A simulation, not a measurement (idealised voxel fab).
Process module in this document: voxel self aligned vias
225 nm wide, 5 nm square cells: that's cross-section cut.
This document writes a cross-section as a grid whose cells are square, and gives it as bands, listed from the top down; one or more rows of cells form a band. Heads up on the band format: heights come first, top then bottom, in nm. After that it's the materials left to right, each with its width in nm. A single material flagged "edge to edge" fills the whole band edge to edge, and "empty" means there's empty space there. Heights from 0 (as-received wafer is one material below). Bottom band endless downward, as "z 0 and below". You'd read "30..40" like this: the band's top row of cells is as wide as the first number, its bottom row is as wide as the second, and going down, every row changes width by the same amount as the row before did. No cell of the cross-section changed in a step that is given as "remains unaltered". Under "Enclosed internal voids" you'll find the enclosed gaps, the ones with no way out to the top, that are 8 cells or bigger; each reads width x height at distance, with distance counted from the left edge, everything in nm. Note: text after step settings on the step line = simulator remark on that step. Each step line may optionally specify "overlay nm", which for a step with a mask gives the rightward distance between the mask's planned place and where it lay, a negative value indicating the leftward direction. For the reader: what remains of this document is a series of pairs, each showing a cross-section before one process step and a cross-section after that step which reaches down only to the lowest band that changed, with the step between them and its settings set out under the pair. It should not be assumed that a pair continues from the pair above it; the pairs can come from different runs of this module on the same starting wafer, and such continuity exists only where the entry headed "Before the step" says so.
Before the step
* z 45 to 40: 75 of SiO2, 20 of SiN, 35 of SiO2, 20 of SiN, 75 of SiO2
* z 40 to 25: 75 of SiO2, 5 of TiN, 10 of W, 5 of TiN, 35 of SiO2, 5 of TiN, 10 of W, 5 of TiN, 75 of SiO2
* z 25 to 20: 75 of SiO2, 20 of TiN, 35 of SiO2, 20 of TiN, 75 of SiO2
* z 20 to 15: SiCN edge to edge
* z 15 to 0: SiO2 edge to edge
* z 0 and below: Si edge to edge
* Enclosed internal voids: none
As Processed
* z 60 to 45: SiO2 edge to edge
* Everything below 45 is unchanged.
* Enclosed internal voids: none
What sits between those two cross-sections? DIRECTIONAL_DEP [material SiO2] [thk nm 15]
Before the step: no separate figure, the pair right above already shows it after its step.
As Processed
* z 60 to 45: 65 of SiO2, 35 of empty, 20 of SiO2, 35 of empty, 70 of SiO2
* Everything below 45 is unchanged.
* Enclosed internal voids: none
What sits between those two cross-sections? MASKED_ETCH [tone open] [mask id VIAS] [width nm 35] [pitch nm 55] [etch materials SiO2] [depth nm 15] [overlay nm 0]
Before the step: no separate figure, the pair right above already shows it after its step.
As Processed
* z 60 to 45: 65 of SiO2, 35 of empty, 20 of SiO2, 35 of empty, 70 of SiO2
* z 45 to 40: 75 of SiO2, 20 of empty, 35 of SiO2, 20 of empty, 75 of SiO2
* Everything below 40 is unchanged.
* Enclosed internal voids: none
What sits between those two cross-sections? MASKED_ETCH [tone open] [mask id VIAS] [width nm 35] [pitch nm 55] [etch materials SiN] [depth nm 5] [overlay nm 0]
Before the step: no separate figure, the pair right above already shows it after its step.
As Processed
* z 65 to 60: 70 of TiN, 25 of empty, 30 of TiN, 25 of empty, 75 of TiN
* z 60 to 50: 65 of SiO2, 5 of TiN, 25 of empty, 5 of TiN, 20 of SiO2, 5 of TiN, 25 of empty, 5 of TiN, 70 of SiO2
* z 50 to 45: 65 of SiO2, 15 of TiN, 10 of empty, 10 of TiN, 20 of SiO2, 15 of TiN, 10 of empty, 10 of TiN, 70 of SiO2
* z 45 to 40: 75 of SiO2, 20 of TiN, 35 of SiO2, 20 of TiN, 75 of SiO2
* Everything below 40 is unchanged.
* Enclosed internal voids: none
What sits between those two cross-sections? CONFORMAL_DEP [material TiN] [thk nm 5]
Before the step: no separate figure, the pair right above already shows it after its step.
As Processed
* z 75 to 65: W edge to edge
* z 65 to 60: 70 of TiN, 25 of W, 30 of TiN, 25 of W, 75 of TiN
* z 60 to 50: 65 of SiO2, 5 of TiN, 25 of W, 5 of TiN, 20 of SiO2, 5 of TiN, 25 of W, 5 of TiN, 70 of SiO2
* z 50 to 45: 65 of SiO2, 15 of TiN, 10 of W, 10 of TiN, 20 of SiO2, 15 of TiN, 10 of W, 10 of TiN, 70 of SiO2
* Everything below 45 is unchanged.
* Enclosed internal voids: none
What sits between those two cross-sections? FILL_DEP [material W] [thk nm 10]
Before the step: no separate figure, the pair right above already shows it after its step.
As Processed
* z 60 to 50: 65 of SiO2, 5 of TiN, 25 of W, 5 of TiN, 20 of SiO2, 5 of TiN, 25 of W, 5 of TiN, 70 of SiO2
* Everything below 50 is unchanged.
* Enclosed internal voids: none
What sits between those two cross-sections? CMP [height nm 60]
Before the step: no separate figure, the pair right above already shows it after its step.
As Processed
* z 65 to 60: SiN edge to edge
* Everything below 60 is unchanged.
* Enclosed internal voids: none
What sits between those two cross-sections? CONFORMAL_DEP [material SiN] [thk nm 5]
Before the step
* z 45 to 20: SiO2 edge to edge
* z 20 to 15: SiCN edge to edge
* z 15 to 0: SiO2 edge to edge
* z 0 and below: Si edge to edge
* Enclosed internal voids: none
As Processed
* z 45 to 20: 75 of SiO2, 25 of empty, 30 of SiO2, 25 of empty, 70 of SiO2
* Everything below 20 is unchanged.
* Enclosed internal voids: none
What sits between those two cross-sections? MASKED_ETCH [tone open] [mask id LINES] [width nm 25] [pitch nm 55] [etch materials SiO2] [depth nm 25] [overlay nm 5]
Before the step: no separate figure, the pair right above already shows it after its step.
As Processed
* z 50 to 45: 80 of TiN, 15 of empty, 40 of TiN, 15 of empty, 75 of TiN
* z 45 to 25: 75 of SiO2, 5 of TiN, 15 of empty, 5 of TiN, 30 of SiO2, 5 of TiN, 15 of empty, 5 of TiN, 70 of SiO2
* z 25 to 20: 75 of SiO2, 25 of TiN, 30 of SiO2, 25 of TiN, 70 of SiO2
* Everything below 20 is unchanged.
* Enclosed internal voids: none
What sits between those two cross-sections? CONFORMAL_DEP [material TiN] [thk nm 5]
Before the step: no separate figure, the pair right above already shows it after its step.
As Processed
* z 60 to 50: W edge to edge
* z 50 to 45: 80 of TiN, 15 of W, 40 of TiN, 15 of W, 75 of TiN
* z 45 to 25: 75 of SiO2, 5 of TiN, 15 of W, 5 of TiN, 30 of SiO2, 5 of TiN, 15 of W, 5 of TiN, 70 of SiO2
* Everything below 25 is unchanged.
* Enclosed internal voids: none
What sits between those two cross-sections? FILL_DEP [material W] [thk nm 10]
Before the step: no separate figure, the pair right above already shows it after its step.
As Processed
* z 45 to 25: 75 of SiO2, 5 of TiN, 15 of W, 5 of TiN, 30 of SiO2, 5 of TiN, 15 of W, 5 of TiN, 70 of SiO2
* Everything below 25 is unchanged.
* Enclosed internal voids: none
What sits between those two cross-sections? CMP [height nm 45]
Before the step: no separate figure, the pair right above already shows it after its step.
As Processed
* z 45 to 40: 75 of SiO2, 25 of empty, 30 of SiO2, 25 of empty, 70 of SiO2
* Everything below 40 is unchanged.
* Enclosed internal voids: none
What sits between those two cross-sections? SELECTIVE_ETCH [etch materials W Ru TiN] [depth nm 5]
Before the step: no separate figure, the pair right above already shows it after its step.
As Processed
* z 50 to 45: SiN edge to edge
* z 45 to 40: 75 of SiO2, 25 of SiN, 30 of SiO2, 25 of SiN, 70 of SiO2
* Everything below 40 is unchanged.
* Enclosed internal voids: none
What sits between those two cross-sections? FILL_DEP [material SiN] [thk nm 5]
Before the step: no separate figure, the pair right above already shows it after its step.
As Processed
* z 45 to 40: 75 of SiO2, 25 of SiN, 30 of SiO2, 25 of SiN, 70 of SiO2
* Everything below 40 is unchanged.
* Enclosed internal voids: none
What sits between those two cross-sections? CMP [height nm 45]
Before the step: no separate figure, the pair right above already shows it after its step.
As Processed
* z 60 to 45: SiO2 edge to edge
* Everything below 45 is unchanged.
* Enclosed internal voids: none
What sits between those two cross-sections? DIRECTIONAL_DEP [material SiO2] [thk nm 15]
Before the step: no separate figure, the pair right above already shows it after its step.
As Processed
* z 60 to 45: 65 of SiO2, 35 of empty, 20 of SiO2, 35 of empty, 70 of SiO2
* Everything below 45 is unchanged.
* Enclosed internal voids: none
What sits between those two cross-sections? MASKED_ETCH [tone open] [mask id VIAS] [width nm 35] [pitch nm 55] [etch materials SiO2] [depth nm 15] [overlay nm 0]
Before the step: no separate figure, the pair right above already shows it after its step.
As Processed
* z 60 to 45: 65 of SiO2, 35 of empty, 20 of SiO2, 35 of empty, 70 of SiO2
* z 45 to 40: 75 of SiO2, 25 of empty, 30 of SiO2, 25 of empty, 70 of SiO2
* Everything below 40 is unchanged.
* Enclosed internal voids: none
What sits between those two cross-sections? MASKED_ETCH [tone open] [mask id VIAS] [width nm 35] [pitch nm 55] [etch materials SiN] [depth nm 5] [overlay nm 0]
Before the step: no separate figure, the pair right above already shows it after its step.
As Processed
* z 65 to 60: 70 of TiN, 25 of empty, 30 of TiN, 25 of empty, 75 of TiN
* z 60 to 50: 65 of SiO2, 5 of TiN, 25 of empty, 5 of TiN, 20 of SiO2, 5 of TiN, 25 of empty, 5 of TiN, 70 of SiO2
* z 50 to 45: 65 of SiO2, 15 of TiN, 15 of empty, 5 of TiN, 20 of SiO2, 15 of TiN, 15 of empty, 5 of TiN, 70 of SiO2
* z 45 to 40: 75 of SiO2, 25 of TiN, 30 of SiO2, 25 of TiN, 70 of SiO2
* Everything below 40 is unchanged.
* Enclosed internal voids: none
What sits between those two cross-sections? CONFORMAL_DEP [material TiN] [thk nm 5]
Before the step: no separate figure, the pair right above already shows it after its step.
As Processed
* z 75 to 65: W edge to edge
* z 65 to 60: 70 of TiN, 25 of W, 30 of TiN, 25 of W, 75 of TiN
* z 60 to 50: 65 of SiO2, 5 of TiN, 25 of W, 5 of TiN, 20 of SiO2, 5 of TiN, 25 of W, 5 of TiN, 70 of SiO2
* z 50 to 45: 65 of SiO2, 15 of TiN, 15 of W, 5 of TiN, 20 of SiO2, 15 of TiN, 15 of W, 5 of TiN, 70 of SiO2
* Everything below 45 is unchanged.
* Enclosed internal voids: none
What sits between those two cross-sections? FILL_DEP [material W] [thk nm 10]
Before the step: no separate figure, the pair right above already shows it after its step.
As Processed
* z 60 to 50: 65 of SiO2, 5 of TiN, 25 of W, 5 of TiN, 20 of SiO2, 5 of TiN, 25 of W, 5 of TiN, 70 of SiO2
* Everything below 50 is unchanged.
* Enclosed internal voids: none
What sits between those two cross-sections? CMP [height nm 60]
Before the step: no separate figure, the pair right above already shows it after its step.
As Processed
* z 65 to 60: SiN edge to edge
* Everything below 60 is unchanged.
* Enclosed internal voids: none
What sits between those two cross-sections? CONFORMAL_DEP [material SiN] [thk nm 5]
Before the step
* z 45 to 40: 70 of SiO2, 25 of empty, 30 of SiO2, 25 of empty, 75 of SiO2
* z 40 to 25: 70 of SiO2, 5 of TiN, 15 of W, 5 of TiN, 30 of SiO2, 5 of TiN, 15 of W, 5 of TiN, 75 of SiO2
* z 25 to 20: 70 of SiO2, 25 of TiN, 30 of SiO2, 25 of TiN, 75 of SiO2
* z 20 to 15: SiCN edge to edge
* z 15 to 0: SiO2 edge to edge
* z 0 and below: Si edge to edge
* Enclosed internal voids: none
As Processed
* z 50 to 45: W edge to edge
* z 45 to 40: 70 of SiO2, 25 of W, 30 of SiO2, 25 of W, 75 of SiO2
* Everything below 40 is unchanged.
* Enclosed internal voids: none
What sits between those two cross-sections? FILL_DEP [material W] [thk nm 5]
Before the step: no separate figure, the pair right above already shows it after its step.
As Processed
* z 45 to 40: 70 of SiO2, 25 of W, 30 of SiO2, 25 of W, 75 of SiO2
* Everything below 40 is unchanged.
* Enclosed internal voids: none
What sits between those two cross-sections? CMP [height nm 45]
Before the step: no separate figure, the pair right above already shows it after its step.
As Processed
* z 60 to 45: SiO2 edge to edge
* Everything below 45 is unchanged.
* Enclosed internal voids: none
What sits between those two cross-sections? DIRECTIONAL_DEP [material SiO2] [thk nm 15]
Before the step: no separate figure, the pair right above already shows it after its step.
As Processed
* z 60 to 45: 65 of SiO2, 35 of empty, 20 of SiO2, 35 of empty, 70 of SiO2
* Everything below 45 is unchanged.
* Enclosed internal voids: none
What sits between those two cross-sections? MASKED_ETCH [tone open] [mask id VIAS] [width nm 35] [pitch nm 55] [etch materials SiO2] [depth nm 15] [overlay nm 0]
Before the step: no separate figure, the pair right above already shows it after its step.
As Processed
* z 65 to 60: 70 of TiN, 25 of empty, 30 of TiN, 25 of empty, 75 of TiN
* z 60 to 50: 65 of SiO2, 5 of TiN, 25 of empty, 5 of TiN, 20 of SiO2, 5 of TiN, 25 of empty, 5 of TiN, 70 of SiO2
* z 50 to 45: 65 of SiO2, 35 of TiN, 20 of SiO2, 35 of TiN, 70 of SiO2
* Everything below 45 is unchanged.
* Enclosed internal voids: none
What sits between those two cross-sections? CONFORMAL_DEP [material TiN] [thk nm 5]
Before the step: no separate figure, the pair right above already shows it after its step.
As Processed
* z 75 to 65: W edge to edge
* z 65 to 60: 70 of TiN, 25 of W, 30 of TiN, 25 of W, 75 of TiN
* z 60 to 50: 65 of SiO2, 5 of TiN, 25 of W, 5 of TiN, 20 of SiO2, 5 of TiN, 25 of W, 5 of TiN, 70 of SiO2
* Everything below 50 is unchanged.
* Enclosed internal voids: none
What sits between those two cross-sections? FILL_DEP [material W] [thk nm 10]
Before the step: no separate figure, the pair right above already shows it after its step.
As Processed
* z 60 to 50: 65 of SiO2, 5 of TiN, 25 of W, 5 of TiN, 20 of SiO2, 5 of TiN, 25 of W, 5 of TiN, 70 of SiO2
* Everything below 50 is unchanged.
* Enclosed internal voids: none
What sits between those two cross-sections? CMP [height nm 60]
Before the step: no separate figure, the pair right above already shows it after its step.
As Processed
* z 65 to 60: SiN edge to edge
* Everything below 60 is unchanged.
* Enclosed internal voids: none
What sits between those two cross-sections? CONFORMAL_DEP [material SiN] [thk nm 5]
Before the step
* z 60 to 45: SiO2 edge to edge
* z 45 to 40: 70 of SiO2, 25 of SiN, 30 of SiO2, 25 of SiN, 75 of SiO2
* z 40 to 25: 70 of SiO2, 5 of TiN, 15 of W, 5 of TiN, 30 of SiO2, 5 of TiN, 15 of W, 5 of TiN, 75 of SiO2
* z 25 to 20: 70 of SiO2, 25 of TiN, 30 of SiO2, 25 of TiN, 75 of SiO2
* z 20 to 15: SiCN edge to edge
* z 15 to 0: SiO2 edge to edge
* z 0 and below: Si edge to edge
* Enclosed internal voids: none
As Processed
* z 60 to 45: 65 of empty, 35 of SiO2, 20 of empty, 35 of SiO2, 70 of empty
* Everything below 45 is unchanged.
* Enclosed internal voids: none
What sits between those two cross-sections? MASKED_ETCH [tone cover] [mask id VIAS] [width nm 35] [pitch nm 55] [etch materials SiO2] [depth nm 15] [overlay nm 0]
Before the step: no separate figure, the pair right above already shows it after its step.
As Processed
* z 65 to 60: 60 of empty, 45 of TiN, 10 of empty, 45 of TiN, 65 of empty
* z 60 to 50: 60 of empty, 5 of TiN, 35 of SiO2, 5 of TiN, 10 of empty, 5 of TiN, 35 of SiO2, 5 of TiN, 65 of empty
* z 50 to 45: 65 of TiN, 35 of SiO2, 20 of TiN, 35 of SiO2, 70 of TiN
* Everything below 45 is unchanged.
* Enclosed internal voids: none
What sits between those two cross-sections? CONFORMAL_DEP [material TiN] [thk nm 5]
Before the step: no separate figure, the pair right above already shows it after its step.
As Processed
* z 75 to 65: W edge to edge
* z 65 to 60: 60 of W, 45 of TiN, 10 of W, 45 of TiN, 65 of W
* z 60 to 50: 60 of W, 5 of TiN, 35 of SiO2, 5 of TiN, 10 of W, 5 of TiN, 35 of SiO2, 5 of TiN, 65 of W
* Everything below 50 is unchanged.
* Enclosed internal voids: none
What sits between those two cross-sections? FILL_DEP [material W] [thk nm 10]
Before the step: no separate figure, the pair right above already shows it after its step.
As Processed
* z 60 to 50: 60 of W, 5 of TiN, 35 of SiO2, 5 of TiN, 10 of W, 5 of TiN, 35 of SiO2, 5 of TiN, 65 of W
* Everything below 50 is unchanged.
* Enclosed internal voids: none
What sits between those two cross-sections? CMP [height nm 60]
Before the step: no separate figure, the pair right above already shows it after its step.
As Processed
* z 65 to 60: SiN edge to edge
* Everything below 60 is unchanged.
* Enclosed internal voids: none
What sits between those two cross-sections? CONFORMAL_DEP [material SiN] [thk nm 5]
